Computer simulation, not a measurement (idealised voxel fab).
A process module follows: voxel trench capacitor.
It is cross-section cut that appears here, measuring 225 nm in width, its square cells being 5 nm in size.
Each cross-section below is a grid of square cells, stated as bands in top-down order, with one or more rows of cells making up each band. Within each band entry, the heights of the top and of the bottom of the band appear first, in that order and in nm; the materials of the band then follow from left to right, each with its corresponding width in nm. The designation "edge to edge" on a single material indicates that it fills the band from edge to edge; the designation "air" indicates empty space. All heights in this document are referenced to 0, defined as the level beneath which the wafer, as received, consists entirely of one material. The lowest band is not bounded below; it extends indefinitely downward and is written in the form "from 0 down". You'd read "30 to 40" like this: the band's top row of cells is as wide as the first number, its bottom row is as wide as the second, and going down, every row changes width by the same amount as the row before did. Where a step carries "nothing changed", the cross-section came out of it unchanged, cell for cell. This entry, "Catalogued sealed voids", enumerates those empty regions of no fewer than 8 cells that possess no open connection to the top. Each region is reported in the form width x height at distance, the distance being taken from the left edge, with all three quantities expressed in nm. That trailing text on a step's line, after the settings, is the simulator's own remark on the step. If you see "overlay nm" on a step's line and that step has a mask, it's telling you how far right of where it was planned the mask ended up; a negative number means it went left instead.
Planned step list for the process:
1. RECEIVE, material Si
2. CONFORMAL_DEP, material SiN, thk nm 5
3. MASKED_ETCH, tone open, mask id TRENCH, width nm 25, pitch nm 50, etch materials SiN, depth nm 5, overlay nm 0
4. MASKED_ETCH, tone open, mask id TRENCH, width nm 25, pitch nm 50, etch materials Si, depth nm 40, overlay nm 0
5. CONFORMAL_DEP, material HfO2, thk nm 5
6. CONFORMAL_DEP, material TiN, thk nm 5
7. FILL_DEP, material W, thk nm 5
8. CMP, height nm 5
Cross-section of the wafer at receipt, which is the condition after step 1:
* from 0 down: Si edge to edge
* Catalogued sealed voids: none
The module was run from the start shown above using the plan shown above, but one mistake was made doing it; the resulting wafer cross-section is below:
* from 5 to 0: HfO2 (25) / SiN (25) / HfO2 (25) / SiN (25) / HfO2 (25) / SiN (25) / HfO2 (25) / SiN (25) / HfO2 (25)
* from 0 down: Si edge to edge
* Catalogued sealed voids: none
So what did we get wrong on this run? step 3 ran with different settings than intended, the actual operation and settings being MASKED_ETCH, tone cover, mask id TRENCH, width nm 25, pitch nm 50, etch materials SiN, depth nm 5, overlay nm 0
